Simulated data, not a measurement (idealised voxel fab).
process module | voxel self aligned contacts
cross-section cut | 295 nm wide | cells 5 nm
A cross-section is a grid of square cells, given in bands from the top down. A band is one or more rows of cells.
Each band's line starts with the height of the band's top and of its bottom, in nm. Then come its materials from left to right, each with its width in nm. One material with "throughout" fills the band from edge to edge. "air" is empty space.
Height 0 is the level under which the wafer as received is all one material. The lowest band goes on downwards, as in "0 down".
A width such as "30 to 40" changes by the same amount from each row of cells to the next, from the band's top row to its bottom row.
"no change" after a step means that no cell of the cross-section changed.
closed voids: empty space of 8 cells or more with no open way to the top, each as width x height at its distance from the left edge, in nm
after a step's settings: what the simulator itself notes on the step
overlay nm, on a step with a mask: how far to the right of its planned place the mask lay; to the left if negative
plan
1 op RECEIVE | material Si
2 op CONFORMAL_DEP | material SiO2 | thk nm 5
3 op DIRECTIONAL_DEP | material polySi | thk nm 25
4 op DIRECTIONAL_DEP | material SiN | thk nm 20
5 op PATTERN | tone cover | mask id GATE | material resist | width nm 20 | pitch nm 75 | thk nm 15 | overlay nm 0
6 op DIRECTIONAL_ETCH | etch materials SiN | depth nm 20
7 op DIRECTIONAL_ETCH | etch materials polySi | depth nm 25
8 op STRIP | etch materials resist
9 op CONFORMAL_DEP | material SiN | thk nm 10
10 op DIRECTIONAL_ETCH | etch materials SiN | depth nm 10
11 op FILL_DEP | material SiO2 | thk nm 15
12 op CMP | height nm 55
13 op MASKED_ETCH | tone open | mask id CONTACT | width nm 55 | etch materials SiO2 | depth nm 55 | overlay nm 0
14 op CONFORMAL_DEP | material TiN | thk nm 5
15 op FILL_DEP | material Ru | thk nm 5
16 op CMP | height nm 55
17 op CONFORMAL_DEP | material SiN | thk nm 5
varied across the wafers: width nm of step 5. The plan shows the first wafer's value. All wafers start alike
first wafer as received, after step 1
  0 down: Si throughout
  closed voids: none
each wafer at the end: cells of each material gained (+) or lost (-) since it was received, then its closed voids
width nm 20 | +50 Ru | +163 SiN | +424 SiO2 | +31 TiN | +40 polySi | closed voids: none
width nm 25 | +40 Ru | +171 SiN | +416 SiO2 | +31 TiN | +50 polySi | closed voids: none
width nm 30 | +30 Ru | +179 SiN | +408 SiO2 | +31 TiN | +60 polySi | closed voids: none
width nm 35 | +20 Ru | +187 SiN | +400 SiO2 | +31 TiN | +70 polySi | closed voids: none
width nm 40 | +10 Ru | +195 SiN | +392 SiO2 | +31 TiN | +80 polySi | closed voids: none
width nm 45 | +203 SiN | +384 SiO2 | +31 TiN | +90 polySi | closed voids: none
